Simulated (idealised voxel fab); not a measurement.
Herein follows the process module entitled voxel spacer lines.
We display cut, a cross-section 155 nm in width whose square cells are each 5 nm.
A cross-section in this document is a grid of square cells, and it is written down as bands, the top band listed before the ones below it; a band is made up of one or more rows of cells. Band: top and bottom heights (nm) first, top before bottom; then materials from left to right, widths in nm. "edge to edge" marks a sole material filling the band edge to edge. "blank" denotes empty space. The reference from which all heights are counted is 0, the level beneath which the as-received wafer is entirely one material; the lowest band, having no lower bound, proceeds downward and is written after the example "0 -> down". Width: "30 to 40" (first number = top row, second number = bottom row, same change from row to row of cells). "nothing altered" means the step left every cell of the cross-section as it was. Basically, "Cavities, sealed" tells you about the enclosed voids: empty spaces with no open way to the top, 8 cells or bigger, each written width x height at distance, where distance is from the left edge, all in nm. Past the settings on a step's line: simulator remark, on that step. overlay nm: mask offset rightward from planned place, masked step; negative means leftward offset.
The following list gives the planned process steps
- 1: RECEIVE with material Si
- 2: CONFORMAL_DEP with material SiO2, thk nm 10
- 3: DIRECTIONAL_DEP with material polySi, thk nm 10
- 4: DIRECTIONAL_DEP with material aC, thk nm 30
- 5: PATTERN with tone cover, mask id MANDREL, material resist, width nm 20, pitch nm 60, thk nm 35, overlay nm 0
- 6: DIRECTIONAL_ETCH with etch materials aC, depth nm 30
- 7: STRIP with etch materials resist
- 8: CONFORMAL_DEP with material SiN, thk nm 10
- 9: DIRECTIONAL_ETCH with etch materials SiN, depth nm 10
- 10: STRIP with etch materials aC
- 11: DIRECTIONAL_ETCH with etch materials polySi, depth nm 5
- 12: STRIP with etch materials SiN
Keep in mind the plan's value for the depth nm of step 11 comes from the first wafer; the wafers don't share that setting, but they do share the same starting point.
Received condition of the first of several wafers, sectioned: post-step 1
    0 -> down: Si edge to edge
    Cavities, sealed: none
The cross-section of the first of several wafers is given below for the end of the module, after its final step, step 12
    20 -> 15: blank=25, then polySi=10, then blank=20, then polySi=10, then blank=20, then polySi=10, then blank=20, then polySi=10, then blank=30
    15 -> 10: polySi edge to edge
    10 -> 0: SiO2 edge to edge
    0 -> down: Si edge to edge
    Cavities, sealed: none
Wafer cross-section (last wafer, module end)
    20 -> 10: blank=25, then polySi=10, then blank=20, then polySi=10, then blank=20, then polySi=10, then blank=20, then polySi=10, then blank=30
    10 -> 0: SiO2 edge to edge
    0 -> down: Si edge to edge
    Cavities, sealed: none
Rows = wafers. At module end, each row lists per material the cells gained (+) or lost (-) since the wafer was received, then the closed voids
depth nm 5 | +62 SiO2 | +39 polySi | Cavities, sealed: none
depth nm 10 | +62 SiO2 | +16 polySi | Cavities, sealed: none
depth nm 15 | +62 SiO2 | +16 polySi | Cavities, sealed: none
depth nm 20 | +62 SiO2 | +16 polySi | Cavities, sealed: none
depth nm 25 | +62 SiO2 | +16 polySi | Cavities, sealed: none
